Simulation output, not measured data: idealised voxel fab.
process module | voxel air gaps
cross-section cut | 290 nm wide | cells 5 nm
A cross-section is a grid of square cells, given in bands from the top down. A band is one or more rows of cells.
Each band's line starts with the height of the band's top and of its bottom, in nm. Then come its materials from left to right, each with its width in nm. One material with "throughout" fills the band from edge to edge. "air" is empty space.
Height 0 is the level under which the wafer as received is all one material. The lowest band goes on downwards, as in "0 down".
A width such as "30 to 40" changes by the same amount from each row of cells to the next, from the band's top row to its bottom row.
"no change" after a step means that no cell of the cross-section changed.
closed voids: empty space of 8 cells or more with no open way to the top, each as width x height at its distance from the left edge, in nm
after a step's settings: what the simulator itself notes on the step
overlay nm, on a step with a mask: how far to the right of its planned place the mask lay; to the left if negative
plan
1 op RECEIVE | material Si
2 op CONFORMAL_DEP | material SiO2 | thk nm 15
3 op CONFORMAL_DEP | material SiN | thk nm 5
4 op DIRECTIONAL_DEP | material lowk | thk nm 35
5 op MASKED_ETCH | tone open | mask id LINES | width nm 15 | pitch nm 50 | etch materials lowk | depth nm 35 | overlay nm 0
6 op CONFORMAL_DEP | material TiN | thk nm 5
7 op FILL_DEP | material Cu | thk nm 10
8 op CMP | height nm 55
9 op EPI | material Ru | thk nm 10
10 op SELECTIVE_ETCH | etch materials lowk | depth nm 45
11 op CONFORMAL_DEP | material SiCN | thk nm 5
varied across the wafers: width nm of step 5. The plan shows the first wafer's value. All wafers start alike
first wafer as received, after step 1
  0 down: Si throughout
  closed voids: none
first wafer at the end, after step 11
  70 to 65: air 50 | SiCN 45 | air 5 | SiCN 45 | air 5 | SiCN 45 | air 5 | SiCN 45 | air 45
  65 to 55: air 50 | SiCN 5 | Ru 35 | SiCN 5 | air 5 | SiCN 5 | Ru 35 | SiCN 5 | air 5 | SiCN 5 | Ru 35 | SiCN 5 | air 5 | SiCN 5 | Ru 35 | SiCN 5 | air 45
  55 to 50: air 50 | SiCN 15 | TiN 5 | Cu 5 | TiN 5 | SiCN 15 | air 5 | SiCN 15 | TiN 5 | Cu 5 | TiN 5 | SiCN 15 | air 5 | SiCN 15 | TiN 5 | Cu 5 | TiN 5 | SiCN 15 | air 5 | SiCN 15 | TiN 5 | Cu 5 | TiN 5 | SiCN 15 | air 45
  50 to 25: air 60 | SiCN 5 | TiN 5 | Cu 5 | TiN 5 | SiCN 5 | air 25 | SiCN 5 | TiN 5 | Cu 5 | TiN 5 | SiCN 5 | air 25 | SiCN 5 | TiN 5 | Cu 5 | TiN 5 | SiCN 5 | air 25 | SiCN 5 | TiN 5 | Cu 5 | TiN 5 | SiCN 5 | air 55
  25 to 20: SiCN 65 | TiN 15 | SiCN 35 | TiN 15 | SiCN 35 | TiN 15 | SiCN 35 | TiN 15 | SiCN 60
  20 to 15: SiN throughout
  15 to 0: SiO2 throughout
  0 down: Si throughout
  closed voids: none
last wafer at the end
  70 to 65: air 40 | SiCN 215 | air 35
  65 to 55: air 40 | SiCN 5 | Ru 205 | SiCN 5 | air 35
  55 to 50: air 40 | SiCN 15 | TiN 5 | Cu 25 | TiN 5 | lowk 15 | TiN 5 | Cu 25 | TiN 5 | lowk 15 | TiN 5 | Cu 25 | TiN 5 | lowk 15 | TiN 5 | Cu 25 | TiN 5 | SiCN 15 | air 35
  50 to 25: air 50 | SiCN 5 | TiN 5 | Cu 25 | TiN 5 | lowk 15 | TiN 5 | Cu 25 | TiN 5 | lowk 15 | TiN 5 | Cu 25 | TiN 5 | lowk 15 | TiN 5 | Cu 25 | TiN 5 | SiCN 5 | air 45
  25 to 20: SiCN 55 | TiN 35 | lowk 15 | TiN 35 | lowk 15 | TiN 35 | lowk 15 | TiN 35 | SiCN 50
  20 to 15: SiN throughout
  15 to 0: SiO2 throughout
  0 down: Si throughout
  closed voids: none
each wafer at the end: cells of each material gained (+) or lost (-) since it was received, then its closed voids
width nm 15 | +24 Cu | +56 Ru | +162 SiCN | +58 SiN | +174 SiO2 | +60 TiN | closed voids: none
width nm 20 | +48 Cu | +64 Ru | +162 SiCN | +58 SiN | +174 SiO2 | +64 TiN | closed voids: 20 x 25 at 85; 20 x 25 at 135; 20 x 25 at 185
width nm 25 | +72 Cu | +72 Ru | +150 SiCN | +58 SiN | +174 SiO2 | +68 TiN | closed voids: 15 x 25 at 90; 15 x 25 at 140; 15 x 25 at 190
width nm 30 | +96 Cu | +80 Ru | +84 SiCN | +58 SiN | +174 SiO2 | +72 TiN | +84 lowk | closed voids: none
width nm 35 | +120 Cu | +82 Ru | +84 SiCN | +58 SiN | +174 SiO2 | +76 TiN | +63 lowk | closed voids: none
